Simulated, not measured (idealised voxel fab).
Process module under the name voxel transistor to metal
Displayed cross-section: cut, width of 270 nm, square cells sized 5 nm.
Heads up, the way a cross-section reads in here is a grid of square cells, handed over as bands from the top down, with every band being one or more rows of cells. The band entry comprises the height of the band's top followed by the height of its bottom, expressed in nm, and subsequently the band's materials from left to right, each stated together with its width in nm. Where a single material is marked with the word "throughout", that material fills the band from edge to edge. The word "air" represents empty space. Height reference: 0 = level under which incoming wafer is all one material. Lowest band: no bottom, runs on downward, e.g. "0 nm and below". The expression "30->40" gives the width at the extremes of the band, the first number at its top row of cells and the second at its bottom row, with the width changing by equal amounts from each row to the next in between. For the purposes of this document, the phrase "nothing got changed" attached to a step denotes that no cell within the cross-section was modified by that step. Empty spaces counting at least 8 cells and having no open way to the top are listed in "Fully enclosed voids". The notation width x height at distance is used for each, the distance being from the left edge and all three values in nm. What comes after the settings on a step's line is commentary from the simulator itself on that step. When a step includes a mask, the "overlay nm" setting on its line states how far to the right of its planned place that mask lay, and negative values state how far to the left.
[Here's what the planned process steps look like]
| 1 | RECEIVE | material Si |
| 2 | CONFORMAL_DEP | material SiO2 | thk nm 5 |
| 3 | CONFORMAL_DEP | material SiN | thk nm 10 |
| 4 | DIRECTIONAL_DEP | material aC | thk nm 15 |
| 5 | PATTERN | tone cover | mask id ACTIVE | material resist | width nm 105 | pitch nm 135 | thk nm 30 | overlay nm 0 |
| 6 | DIRECTIONAL_ETCH | etch materials aC | depth nm 15 |
| 7 | STRIP | etch materials resist |
| 8 | DIRECTIONAL_ETCH | etch materials SiN | depth nm 10 |
| 9 | DIRECTIONAL_ETCH | etch materials SiO2 | depth nm 5 |
| 10 | DIRECTIONAL_ETCH | etch materials Si | depth nm 30 |
| 11 | STRIP | etch materials aC |
| 12 | FILL_DEP | material SiO2 | thk nm 10 |
| 13 | CMP | height nm 15 |
| 14 | SELECTIVE_ETCH | etch materials SiO2 | depth nm 10 |
| 15 | STRIP | etch materials SiN |
| 16 | SELECTIVE_ETCH | etch materials SiO2 | depth nm 5 |
| 17 | OXIDIZE | depth nm 5 |
| 18 | DIRECTIONAL_DEP | material polySi | thk nm 25 |
| 19 | DIRECTIONAL_DEP | material SiCN | thk nm 15 |
| 20 | MASKED_ETCH | tone cover | mask id GATE | width nm 15 | pitch nm 135 | etch materials SiCN | depth nm 25 | overlay nm 0 |
| 21 | MASKED_ETCH | tone cover | mask id GATE | width nm 15 | pitch nm 135 | etch materials polySi | depth nm 35 | overlay nm 0 |
| 22 | CONFORMAL_DEP | material SiN | thk nm 5 |
| 23 | DIRECTIONAL_ETCH | etch materials SiN | depth nm 5 |
| 24 | DIRECTIONAL_ETCH | etch materials SiO2 | depth nm 5 |
| 25 | DIRECTIONAL_ETCH | etch materials Si | depth nm 15 |
| 26 | EPI | material pSi | thk nm 20 |
| 27 | FILL_DEP | material SiO2 | thk nm 5 |
| 28 | CMP | height nm 40 |
| 29 | DIRECTIONAL_DEP | material SiO2 | thk nm 15 |
| 30 | DIRECTIONAL_DEP | material aC | thk nm 10 |
| 31 | PATTERN | tone open | mask id CONTACT | material resist | width nm 35 | thk nm 30 | overlay nm 0 |
| 32 | DIRECTIONAL_ETCH | etch materials aC | depth nm 10 |
| 33 | STRIP | etch materials resist |
| 34 | DIRECTIONAL_ETCH | etch materials SiO2 | depth nm 55 |
| 35 | STRIP | etch materials aC |
| 36 | CONFORMAL_DEP | material TiN | thk nm 5 |
| 37 | FILL_DEP | material W | thk nm 5 |
| 38 | CMP | height nm 55 |
| 39 | DIRECTIONAL_DEP | material TiN | thk nm 5 |
| 40 | DIRECTIONAL_DEP | material W | thk nm 20 |
| 41 | MASKED_ETCH | tone cover | mask id METAL_1 | width nm 20 | etch materials W | depth nm 20 | overlay nm 0 |
| 42 | MASKED_ETCH | tone cover | mask id METAL_1 | width nm 20 | etch materials TiN | depth nm 5 | overlay nm 0 |
| 43 | CONFORMAL_DEP | material SiN | thk nm 5 |
| 44 | FILL_DEP | material SiO2 | thk nm 5 |
| 45 | CMP | height nm 80 |
| 46 | CONFORMAL_DEP | material SiCN | thk nm 5 |
| 47 | DIRECTIONAL_DEP | material lowk | thk nm 35 |
| 48 | DIRECTIONAL_DEP | material aC | thk nm 15 |
| 49 | PATTERN | tone open | mask id METAL_2_HOLES | material resist | width nm 15 | pitch nm 135 | thk nm 35 | overlay nm 0 |
| 50 | DIRECTIONAL_ETCH | etch materials aC | depth nm 15 |
| 51 | STRIP | etch materials resist |
| 52 | DIRECTIONAL_ETCH | etch materials lowk | depth nm 35 |
| 53 | STRIP | etch materials aC |
| 54 | DIRECTIONAL_DEP | material aC | thk nm 10 |
| 55 | PATTERN | tone open | mask id METAL_2 | material resist | width nm 20 | pitch nm 135 | thk nm 30 | overlay nm 0 |
| 56 | DIRECTIONAL_ETCH | etch materials aC | depth nm 10 |
| 57 | STRIP | etch materials resist |
| 58 | DIRECTIONAL_ETCH | etch materials lowk | depth nm 20 |
| 59 | DIRECTIONAL_ETCH | etch materials SiCN | depth nm 5 |
| 60 | STRIP | etch materials aC |
| 61 | CONFORMAL_DEP | material TiN | thk nm 5 |
| 62 | FILL_DEP | material Cu | thk nm 5 |
| 63 | CMP | height nm 120 |
| 64 | CONFORMAL_DEP | material SiCN | thk nm 5 |
[First of two wafers, with the run carried out as planned]
[This is the cross-section of the wafer as we received it, i.e. after step 1]
> 0 nm and below  Si throughout
> Fully enclosed voids: none
[Once step 2 is through, the wafer looks like this in cross-section]
> 5 nm to 0 nm  SiO2 throughout
> Whatever lies below 0 is exactly as it was before.
[Once step 3 is through, the wafer looks like this in cross-section]
> 15 nm to 5 nm  SiN throughout
> Whatever lies below 5 is exactly as it was before.
[Once step 4 is through, the wafer looks like this in cross-section]
> 30 nm to 15 nm  aC throughout
> Whatever lies below 15 is exactly as it was before.
[Once step 5 is through, the wafer looks like this in cross-section]
> 60 nm to 30 nm  15 air  105 resist  30 air  105 resist  15 air
> Whatever lies below 30 is exactly as it was before.
[Once step 6 is through, the wafer looks like this in cross-section]
> 45 nm to 30 nm  15 air  105 resist  30 air  105 resist  15 air
> 30 nm to 15 nm  15 air  105 aC  30 air  105 aC  15 air
> Whatever lies below 15 is exactly as it was before.
[Once step 7 is through, the wafer looks like this in cross-section]
> 30 nm to 15 nm  15 air  105 aC  30 air  105 aC  15 air
> Whatever lies below 15 is exactly as it was before.
[Once step 8 is through, the wafer looks like this in cross-section]
> 30 nm to 15 nm  15 air  105 aC  30 air  105 aC  15 air
> 15 nm to 5 nm  15 air  105 SiN  30 air  105 SiN  15 air
> Whatever lies below 5 is exactly as it was before.
[Once step 9 is through, the wafer looks like this in cross-section]
> 30 nm to 15 nm  15 air  105 aC  30 air  105 aC  15 air
> 15 nm to 5 nm  15 air  105 SiN  30 air  105 SiN  15 air
> 5 nm to 0 nm  15 air  105 SiO2  30 air  105 SiO2  15 air
> Whatever lies below 0 is exactly as it was before.
[Once step 10 is through, the wafer looks like this in cross-section]
> 30 nm to 15 nm  15 air  105 aC  30 air  105 aC  15 air
> 15 nm to 5 nm  15 air  105 SiN  30 air  105 SiN  15 air
> 5 nm to 0 nm  15 air  105 SiO2  30 air  105 SiO2  15 air
> 0 nm to -30 nm  15 air  105 Si  30 air  105 Si  15 air
> Whatever lies below -30 is exactly as it was before.
[Once step 11 is through, the wafer looks like this in cross-section]
> 15 nm to 5 nm  15 air  105 SiN  30 air  105 SiN  15 air
> Whatever lies below 5 is exactly as it was before.
[Once step 12 is through, the wafer looks like this in cross-section]
> 25 nm to 15 nm  SiO2 throughout
> 15 nm to 5 nm  15 SiO2  105 SiN  30 SiO2  105 SiN  15 SiO2
> 5 nm to 0 nm  SiO2 throughout
> 0 nm to -30 nm  15 SiO2  105 Si  30 SiO2  105 Si  15 SiO2
> Whatever lies below -30 is exactly as it was before.
[Once step 13 is through, the wafer looks like this in cross-section]
> 15 nm to 5 nm  15 SiO2  105 SiN  30 SiO2  105 SiN  15 SiO2
> Whatever lies below 5 is exactly as it was before.
[Once step 14 is through, the wafer looks like this in cross-section]
> 15 nm to 5 nm  15 air  105 SiN  30 air  105 SiN  15 air
> Whatever lies below 5 is exactly as it was before.
[Once step 15 is through, the wafer looks like this in cross-section]
> 5 nm to 0 nm  SiO2 throughout
> Whatever lies below 0 is exactly as it was before.
[Once step 16 is through, the wafer looks like this in cross-section]
> 0 nm to -30 nm  15 SiO2  105 Si  30 SiO2  105 Si  15 SiO2
> Whatever lies below -30 is exactly as it was before.
[Once step 17 is through, the wafer looks like this in cross-section]
> 0 nm to -5 nm  SiO2 throughout
> Whatever lies below -5 is exactly as it was before.
[Once step 18 is through, the wafer looks like this in cross-section]
> 25 nm to 0 nm  polySi throughout
> Whatever lies below 0 is exactly as it was before.
[Once step 19 is through, the wafer looks like this in cross-section]
> 40 nm to 25 nm  SiCN throughout
> Whatever lies below 25 is exactly as it was before.
[Once step 20 is through, the wafer looks like this in cross-section]
> 40 nm to 25 nm  60 air  15 SiCN  120 air  15 SiCN  60 air
> Whatever lies below 25 is exactly as it was before.
[Once step 21 is through, the wafer looks like this in cross-section]
> 40 nm to 25 nm  60 air  15 SiCN  120 air  15 SiCN  60 air
> 25 nm to 0 nm  60 air  15 polySi  120 air  15 polySi  60 air
> Whatever lies below 0 is exactly as it was before.
[Once step 22 is through, the wafer looks like this in cross-section]
> 45 nm to 40 nm  55 air  25 SiN  110 air  25 SiN  55 air
> 40 nm to 25 nm  55 air  5 SiN  15 SiCN  5 SiN  110 air  5 SiN  15 SiCN  5 SiN  55 air
> 25 nm to 5 nm  55 air  5 SiN  15 polySi  5 SiN  110 air  5 SiN  15 polySi  5 SiN  55 air
> 5 nm to 0 nm  60 SiN  15 polySi  120 SiN  15 polySi  60 SiN
> Whatever lies below 0 is exactly as it was before.
[Once step 23 is through, the wafer looks like this in cross-section]
> 40 nm to 25 nm  55 air  5 SiN  15 SiCN  5 SiN  110 air  5 SiN  15 SiCN  5 SiN  55 air
> 25 nm to 0 nm  55 air  5 SiN  15 polySi  5 SiN  110 air  5 SiN  15 polySi  5 SiN  55 air
> Whatever lies below 0 is exactly as it was before.
[Once step 24 is through, the wafer looks like this in cross-section]
> 40 nm to 25 nm  55 air  5 SiN  15 SiCN  5 SiN  110 air  5 SiN  15 SiCN  5 SiN  55 air
> 25 nm to 0 nm  55 air  5 SiN  15 polySi  5 SiN  110 air  5 SiN  15 polySi  5 SiN  55 air
> 0 nm to -5 nm  55 air  25 SiO2  110 air  25 SiO2  55 air
> Whatever lies below -5 is exactly as it was before.
[Once step 25 is through, the wafer looks like this in cross-section]
> 40 nm to 25 nm  55 air  5 SiN  15 SiCN  5 SiN  110 air  5 SiN  15 SiCN  5 SiN  55 air
> 25 nm to 0 nm  55 air  5 SiN  15 polySi  5 SiN  110 air  5 SiN  15 polySi  5 SiN  55 air
> 0 nm to -5 nm  55 air  25 SiO2  110 air  25 SiO2  55 air
> -5 nm to -20 nm  15 SiO2  40 air  25 Si  40 air  30 SiO2  40 air  25 Si  40 air  15 SiO2
> Whatever lies below -20 is exactly as it was before.
[Once step 26 is through, the wafer looks like this in cross-section]
> 40 nm to 25 nm  55 air  5 SiN  15 SiCN  5 SiN  110 air  5 SiN  15 SiCN  5 SiN  55 air
> 25 nm to 15 nm  55 air  5 SiN  15 polySi  5 SiN  110 air  5 SiN  15 polySi  5 SiN  55 air
> 15 nm to 0 nm  35 air  20 pSi  5 SiN  15 polySi  5 SiN  20 pSi  70 air  20 pSi  5 SiN  15 polySi  5 SiN  20 pSi  35 air
> 0 nm to -5 nm  10 air  45 pSi  25 SiO2  45 pSi  20 air  45 pSi  25 SiO2  45 pSi  10 air
> -5 nm to -20 nm  15 SiO2  40 pSi  25 Si  40 pSi  30 SiO2  40 pSi  25 Si  40 pSi  15 SiO2
> Whatever lies below -20 is exactly as it was before.
[Once step 27 is through, the wafer looks like this in cross-section]
> 45 nm to 40 nm  SiO2 throughout
> 40 nm to 25 nm  55 SiO2  5 SiN  15 SiCN  5 SiN  110 SiO2  5 SiN  15 SiCN  5 SiN  55 SiO2
> 25 nm to 15 nm  55 SiO2  5 SiN  15 polySi  5 SiN  110 SiO2  5 SiN  15 polySi  5 SiN  55 SiO2
> 15 nm to 0 nm  35 SiO2  20 pSi  5 SiN  15 polySi  5 SiN  20 pSi  70 SiO2  20 pSi  5 SiN  15 polySi  5 SiN  20 pSi  35 SiO2
> 0 nm to -5 nm  10 SiO2  45 pSi  25 SiO2  45 pSi  20 SiO2  45 pSi  25 SiO2  45 pSi  10 SiO2
> Whatever lies below -5 is exactly as it was before.
[Once step 28 is through, the wafer looks like this in cross-section]
> 40 nm to 25 nm  55 SiO2  5 SiN  15 SiCN  5 SiN  110 SiO2  5 SiN  15 SiCN  5 SiN  55 SiO2
> Whatever lies below 25 is exactly as it was before.
[Once step 29 is through, the wafer looks like this in cross-section]
> 55 nm to 40 nm  SiO2 throughout
> Whatever lies below 40 is exactly as it was before.
[Once step 30 is through, the wafer looks like this in cross-section]
> 65 nm to 55 nm  aC throughout
> Whatever lies below 55 is exactly as it was before.
[Once step 31 is through, the wafer looks like this in cross-section]
> 95 nm to 65 nm  20 resist  35 air  25 resist  35 air  40 resist  35 air  25 resist  35 air  20 resist
> Whatever lies below 65 is exactly as it was before.
[Once step 32 is through, the wafer looks like this in cross-section]
> 85 nm to 65 nm  20 resist  35 air  25 resist  35 air  40 resist  35 air  25 resist  35 air  20 resist
> 65 nm to 55 nm  20 aC  35 air  25 aC  35 air  40 aC  35 air  25 aC  35 air  20 aC
> Whatever lies below 55 is exactly as it was before.
[Once step 33 is through, the wafer looks like this in cross-section]
> 65 nm to 55 nm  20 aC  35 air  25 aC  35 air  40 aC  35 air  25 aC  35 air  20 aC
> Whatever lies below 55 is exactly as it was before.
[Once step 34 is through, the wafer looks like this in cross-section]
> 65 nm to 55 nm  20 aC  35 air  25 aC  35 air  40 aC  35 air  25 aC  35 air  20 aC
> 55 nm to 40 nm  20 SiO2  35 air  25 SiO2  35 air  40 SiO2  35 air  25 SiO2  35 air  20 SiO2
> 40 nm to 25 nm  20 SiO2  35 air  5 SiN  15 SiCN  5 SiN  35 air  40 SiO2  35 air  5 SiN  15 SiCN  5 SiN  35 air  20 SiO2
> 25 nm to 15 nm  20 SiO2  35 air  5 SiN  15 polySi  5 SiN  35 air  40 SiO2  35 air  5 SiN  15 polySi  5 SiN  35 air  20 SiO2
> 15 nm to 0 nm  20 SiO2  15 air  20 pSi  5 SiN  15 polySi  5 SiN  20 pSi  15 air  40 SiO2  15 air  20 pSi  5 SiN  15 polySi  5 SiN  20 pSi  15 air  20 SiO2
> Whatever lies below 0 is exactly as it was before.
[Once step 35 is through, the wafer looks like this in cross-section]
> 55 nm to 40 nm  20 SiO2  35 air  25 SiO2  35 air  40 SiO2  35 air  25 SiO2  35 air  20 SiO2
> Whatever lies below 40 is exactly as it was before.
[Once step 36 is through, the wafer looks like this in cross-section]
> 60 nm to 55 nm  25 TiN  25 air  35 TiN  25 air  50 TiN  25 air  35 TiN  25 air  25 TiN
> 55 nm to 40 nm  20 SiO2  5 TiN  25 air  5 TiN  25 SiO2  5 TiN  25 air  5 TiN  40 SiO2  5 TiN  25 air  5 TiN  25 SiO2  5 TiN  25 air  5 TiN  20 SiO2
> 40 nm to 25 nm  20 SiO2  5 TiN  25 air  5 TiN  5 SiN  15 SiCN  5 SiN  5 TiN  25 air  5 TiN  40 SiO2  5 TiN  25 air  5 TiN  5 SiN  15 SiCN  5 SiN  5 TiN  25 air  5 TiN  20 SiO2
> 25 nm to 15 nm  20 SiO2  5 TiN  25->5 air  5->25 TiN  5 SiN  15 polySi  5 SiN  5->25 TiN  25->5 air  5 TiN  40 SiO2  5 TiN  25->5 air  5->25 TiN  5 SiN  15 polySi  5 SiN  5->25 TiN  25->5 air  5 TiN  20 SiO2
> 15 nm to 5 nm  20 SiO2  5 TiN  5 air  5 TiN  20 pSi  5 SiN  15 polySi  5 SiN  20 pSi  5 TiN  5 air  5 TiN  40 SiO2  5 TiN  5 air  5 TiN  20 pSi  5 SiN  15 polySi  5 SiN  20 pSi  5 TiN  5 air  5 TiN  20 SiO2
> 5 nm to 0 nm  20 SiO2  15 TiN  20 pSi  5 SiN  15 polySi  5 SiN  20 pSi  15 TiN  40 SiO2  15 TiN  20 pSi  5 SiN  15 polySi  5 SiN  20 pSi  15 TiN  20 SiO2
> Whatever lies below 0 is exactly as it was before.
[Once step 37 is through, the wafer looks like this in cross-section]
> 65 nm to 60 nm  W throughout
> 60 nm to 55 nm  25 TiN  25 W  35 TiN  25 W  50 TiN  25 W  35 TiN  25 W  25 TiN
> 55 nm to 40 nm  20 SiO2  5 TiN  25 W  5 TiN  25 SiO2  5 TiN  25 W  5 TiN  40 SiO2  5 TiN  25 W  5 TiN  25 SiO2  5 TiN  25 W  5 TiN  20 SiO2
> 40 nm to 25 nm  20 SiO2  5 TiN  25 W  5 TiN  5 SiN  15 SiCN  5 SiN  5 TiN  25 W  5 TiN  40 SiO2  5 TiN  25 W  5 TiN  5 SiN  15 SiCN  5 SiN  5 TiN  25 W  5 TiN  20 SiO2
> 25 nm to 15 nm  20 SiO2  5 TiN  25->5 W  5->25 TiN  5 SiN  15 polySi  5 SiN  5->25 TiN  25->5 W  5 TiN  40 SiO2  5 TiN  25->5 W  5->25 TiN  5 SiN  15 polySi  5 SiN  5->25 TiN  25->5 W  5 TiN  20 SiO2
> 15 nm to 5 nm  20 SiO2  5 TiN  5 W  5 TiN  20 pSi  5 SiN  15 polySi  5 SiN  20 pSi  5 TiN  5 W  5 TiN  40 SiO2  5 TiN  5 W  5 TiN  20 pSi  5 SiN  15 polySi  5 SiN  20 pSi  5 TiN  5 W  5 TiN  20 SiO2
> Whatever lies below 5 is exactly as it was before.
[Once step 38 is through, the wafer looks like this in cross-section]
> 55 nm to 40 nm  20 SiO2  5 TiN  25 W  5 TiN  25 SiO2  5 TiN  25 W  5 TiN  40 SiO2  5 TiN  25 W  5 TiN  25 SiO2  5 TiN  25 W  5 TiN  20 SiO2
> Whatever lies below 40 is exactly as it was before.
[Once step 39 is through, the wafer looks like this in cross-section]
> 60 nm to 55 nm  TiN throughout
> Whatever lies below 55 is exactly as it was before.
[Once step 40 is through, the wafer looks like this in cross-section]
> 80 nm to 60 nm  W throughout
> Whatever lies below 60 is exactly as it was before.
[Once step 41 is through, the wafer looks like this in cross-section]
> 80 nm to 60 nm  20 air  20 W  55 air  20 W  40 air  20 W  55 air  20 W  20 air
> Whatever lies below 60 is exactly as it was before.
[Once step 42 is through, the wafer looks like this in cross-section]
> 80 nm to 60 nm  20 air  20 W  55 air  20 W  40 air  20 W  55 air  20 W  20 air
> 60 nm to 55 nm  20 air  20 TiN  55 air  20 TiN  40 air  20 TiN  55 air  20 TiN  20 air
> Whatever lies below 55 is exactly as it was before.
[Once step 43 is through, the wafer looks like this in cross-section]
> 85 nm to 80 nm  15 air  30 SiN  45 air  30 SiN  30 air  30 SiN  45 air  30 SiN  15 air
> 80 nm to 60 nm  15 air  5 SiN  20 W  5 SiN  45 air  5 SiN  20 W  5 SiN  30 air  5 SiN  20 W  5 SiN  45 air  5 SiN  20 W  5 SiN  15 air
> 60 nm to 55 nm  20 SiN  20 TiN  55 SiN  20 TiN  40 SiN  20 TiN  55 SiN  20 TiN  20 SiN
> Whatever lies below 55 is exactly as it was before.
[Once step 44 is through, the wafer looks like this in cross-section]
> 90 nm to 85 nm  SiO2 throughout
> 85 nm to 80 nm  15 SiO2  30 SiN  45 SiO2  30 SiN  30 SiO2  30 SiN  45 SiO2  30 SiN  15 SiO2
> 80 nm to 60 nm  15 SiO2  5 SiN  20 W  5 SiN  45 SiO2  5 SiN  20 W  5 SiN  30 SiO2  5 SiN  20 W  5 SiN  45 SiO2  5 SiN  20 W  5 SiN  15 SiO2
> Whatever lies below 60 is exactly as it was before.
[Once step 45 is through, the wafer looks like this in cross-section]
> 80 nm to 60 nm  15 SiO2  5 SiN  20 W  5 SiN  45 SiO2  5 SiN  20 W  5 SiN  30 SiO2  5 SiN  20 W  5 SiN  45 SiO2  5 SiN  20 W  5 SiN  15 SiO2
> Whatever lies below 60 is exactly as it was before.
[Once step 46 is through, the wafer looks like this in cross-section]
> 85 nm to 80 nm  SiCN throughout
> Whatever lies below 80 is exactly as it was before.
[Once step 47 is through, the wafer looks like this in cross-section]
> 120 nm to 85 nm  lowk throughout
> Whatever lies below 85 is exactly as it was before.
[Once step 48 is through, the wafer looks like this in cross-section]
> 135 nm to 120 nm  aC throughout
> Whatever lies below 120 is exactly as it was before.
[Once step 49 is through, the wafer looks like this in cross-section]
> 170 nm to 135 nm  20 resist  15 air  120 resist  15 air  100 resist
> Whatever lies below 135 is exactly as it was before.
[Once step 50 is through, the wafer looks like this in cross-section]
> 155 nm to 135 nm  20 resist  15 air  120 resist  15 air  100 resist
> 135 nm to 120 nm  20 aC  15 air  120 aC  15 air  100 aC
> Whatever lies below 120 is exactly as it was before.
[Once step 51 is through, the wafer looks like this in cross-section]
> 135 nm to 120 nm  20 aC  15 air  120 aC  15 air  100 aC
> Whatever lies below 120 is exactly as it was before.
[Once step 52 is through, the wafer looks like this in cross-section]
> 135 nm to 120 nm  20 aC  15 air  120 aC  15 air  100 aC
> 120 nm to 85 nm  20 lowk  15 air  120 lowk  15 air  100 lowk
> Whatever lies below 85 is exactly as it was before.
[Once step 53 is through, the wafer looks like this in cross-section]
> 120 nm to 85 nm  20 lowk  15 air  120 lowk  15 air  100 lowk
> Whatever lies below 85 is exactly as it was before.
[Once step 54 is through, the wafer looks like this in cross-section]
> 130 nm to 120 nm  20 aC  15 air  120 aC  15 air  100 aC
> 120 nm to 95 nm  20 lowk  15 air  120 lowk  15 air  100 lowk
> 95 nm to 85 nm  20 lowk  15 aC  120 lowk  15 aC  100 lowk
> Whatever lies below 85 is exactly as it was before.
[Once step 55 is through, the wafer looks like this in cross-section]
> 160 nm to 130 nm  20 resist  20 air  115 resist  20 air  95 resist
> Whatever lies below 130 is exactly as it was before.
[Once step 56 is through, the wafer looks like this in cross-section]
> 150 nm to 130 nm  20 resist  20 air  115 resist  20 air  95 resist
> 130 nm to 120 nm  20 aC  20 air  115 aC  20 air  95 aC
> 120 nm to 85 nm  20 lowk  15 air  120 lowk  15 air  100 lowk
> Whatever lies below 85 is exactly as it was before.
[Once step 57 is through, the wafer looks like this in cross-section]
> 130 nm to 120 nm  20 aC  20 air  115 aC  20 air  95 aC
> Whatever lies below 120 is exactly as it was before.
[Once step 58 is through, the wafer looks like this in cross-section]
> 130 nm to 120 nm  20 aC  20 air  115 aC  20 air  95 aC
> 120 nm to 100 nm  20 lowk  20 air  115 lowk  20 air  95 lowk
> Whatever lies below 100 is exactly as it was before.
[Once step 59 is through, the wafer looks like this in cross-section]
> 130 nm to 120 nm  20 aC  20 air  115 aC  20 air  95 aC
> 120 nm to 100 nm  20 lowk  20 air  115 lowk  20 air  95 lowk
> 100 nm to 85 nm  20 lowk  15 air  120 lowk  15 air  100 lowk
> 85 nm to 80 nm  20 SiCN  15 air  120 SiCN  15 air  100 SiCN
> Whatever lies below 80 is exactly as it was before.
[Once step 60 is through, the wafer looks like this in cross-section]
> 120 nm to 100 nm  20 lowk  20 air  115 lowk  20 air  95 lowk
> Whatever lies below 100 is exactly as it was before.
[Once step 61 is through, the wafer looks like this in cross-section]
> 125 nm to 120 nm  25 TiN  10 air  125 TiN  10 air  100 TiN
> 120 nm to 105 nm  20 lowk  5 TiN  10 air  5 TiN  115 lowk  5 TiN  10 air  5 TiN  95 lowk
> 105 nm to 100 nm  20 lowk  5 TiN  5 air  10 TiN  115 lowk  5 TiN  5 air  10 TiN  95 lowk
> 100 nm to 85 nm  20 lowk  5 TiN  5 air  5 TiN  120 lowk  5 TiN  5 air  5 TiN  100 lowk
> 85 nm to 80 nm  20 SiCN  15 TiN  120 SiCN  15 TiN  100 SiCN
> Whatever lies below 80 is exactly as it was before.
[Once step 62 is through, the wafer looks like this in cross-section]
> 130 nm to 125 nm  Cu throughout
> 125 nm to 120 nm  25 TiN  10 Cu  125 TiN  10 Cu  100 TiN
> 120 nm to 105 nm  20 lowk  5 TiN  10 Cu  5 TiN  115 lowk  5 TiN  10 Cu  5 TiN  95 lowk
> 105 nm to 100 nm  20 lowk  5 TiN  5 Cu  10 TiN  115 lowk  5 TiN  5 Cu  10 TiN  95 lowk
> 100 nm to 85 nm  20 lowk  5 TiN  5 Cu  5 TiN  120 lowk  5 TiN  5 Cu  5 TiN  100 lowk
> Whatever lies below 85 is exactly as it was before.
[Once step 63 is through, the wafer looks like this in cross-section]
> 120 nm to 105 nm  20 lowk  5 TiN  10 Cu  5 TiN  115 lowk  5 TiN  10 Cu  5 TiN  95 lowk
> Whatever lies below 105 is exactly as it was before.
[Once step 64 is through, the wafer looks like this in cross-section]
> 125 nm to 120 nm  SiCN throughout
> Whatever lies below 120 is exactly as it was before.
[The second wafer began exactly as the first did and followed the same plan, but one mistake was made while running it; through step 54 inclusive, the two wafers are identical]
[Second wafer, cut view, end of step 55 per plan]
> 160 nm to 130 nm  15 resist  30 air  105 resist  30 air  90 resist
> Whatever lies below 130 is exactly as it was before.
[Second wafer, cut view, end of step 56 per plan]
> 150 nm to 130 nm  15 resist  30 air  105 resist  30 air  90 resist
> 130 nm to 120 nm  15 aC  30 air  105 aC  30 air  90 aC
> 120 nm to 85 nm  20 lowk  15 air  120 lowk  15 air  100 lowk
> Whatever lies below 85 is exactly as it was before.
[Second wafer, cut view, end of step 57 per plan]
> 130 nm to 120 nm  15 aC  30 air  105 aC  30 air  90 aC
> Whatever lies below 120 is exactly as it was before.
[Second wafer, cut view, end of step 58 per plan]
> 130 nm to 120 nm  15 aC  30 air  105 aC  30 air  90 aC
> 120 nm to 100 nm  15 lowk  30 air  105 lowk  30 air  90 lowk
> Whatever lies below 100 is exactly as it was before.
[Second wafer, cut view, end of step 59 per plan]
> 130 nm to 120 nm  15 aC  30 air  105 aC  30 air  90 aC
> 120 nm to 100 nm  15 lowk  30 air  105 lowk  30 air  90 lowk
> 100 nm to 85 nm  20 lowk  15 air  120 lowk  15 air  100 lowk
> 85 nm to 80 nm  20 SiCN  15 air  120 SiCN  15 air  100 SiCN
> Whatever lies below 80 is exactly as it was before.
[Second wafer, cut view, end of step 60 per plan]
> 120 nm to 100 nm  15 lowk  30 air  105 lowk  30 air  90 lowk
> Whatever lies below 100 is exactly as it was before.
[Second wafer, cut view, end of step 61 per plan]
> 125 nm to 120 nm  20 TiN  20 air  115 TiN  20 air  95 TiN
> 120 nm to 105 nm  15 lowk  5 TiN  20 air  5 TiN  105 lowk  5 TiN  20 air  5 TiN  90 lowk
> 105 nm to 100 nm  15 lowk  10 TiN  5 air  15 TiN  105 lowk  10 TiN  5 air  15 TiN  90 lowk
> 100 nm to 85 nm  20 lowk  5 TiN  5 air  5 TiN  120 lowk  5 TiN  5 air  5 TiN  100 lowk
> 85 nm to 80 nm  20 SiCN  15 TiN  120 SiCN  15 TiN  100 SiCN
> Whatever lies below 80 is exactly as it was before.
[Second wafer, cut view, end of step 62 per plan]
> 130 nm to 125 nm  Cu throughout
> 125 nm to 120 nm  20 TiN  20 Cu  115 TiN  20 Cu  95 TiN
> 120 nm to 105 nm  15 lowk  5 TiN  20 Cu  5 TiN  105 lowk  5 TiN  20 Cu  5 TiN  90 lowk
> 105 nm to 100 nm  15 lowk  10 TiN  5 Cu  15 TiN  105 lowk  10 TiN  5 Cu  15 TiN  90 lowk
> 100 nm to 85 nm  20 lowk  5 TiN  5 Cu  5 TiN  120 lowk  5 TiN  5 Cu  5 TiN  100 lowk
> Whatever lies below 85 is exactly as it was before.
[Second wafer, cut view, end of step 63 per plan]
> 120 nm to 105 nm  15 lowk  5 TiN  20 Cu  5 TiN  105 lowk  5 TiN  20 Cu  5 TiN  90 lowk
> Whatever lies below 105 is exactly as it was before.
[Second wafer, cut view, end of step 64 per plan]
> 125 nm to 120 nm  SiCN throughout
> Whatever lies below 120 is exactly as it was before.
It is concluded that the wafer was processed incorrectly with respect to the plan, in that not per plan at step 55, really ran PATTERN | tone open | mask id METAL_2 | material resist | width nm 30 | pitch nm 135 | thk nm 30 | overlay nm 0
Wrapping up, a cell-based count of both wafers puts the second over or under the first for these materials: 12 more of Cu; 4 more of TiN; 16 fewer of lowk
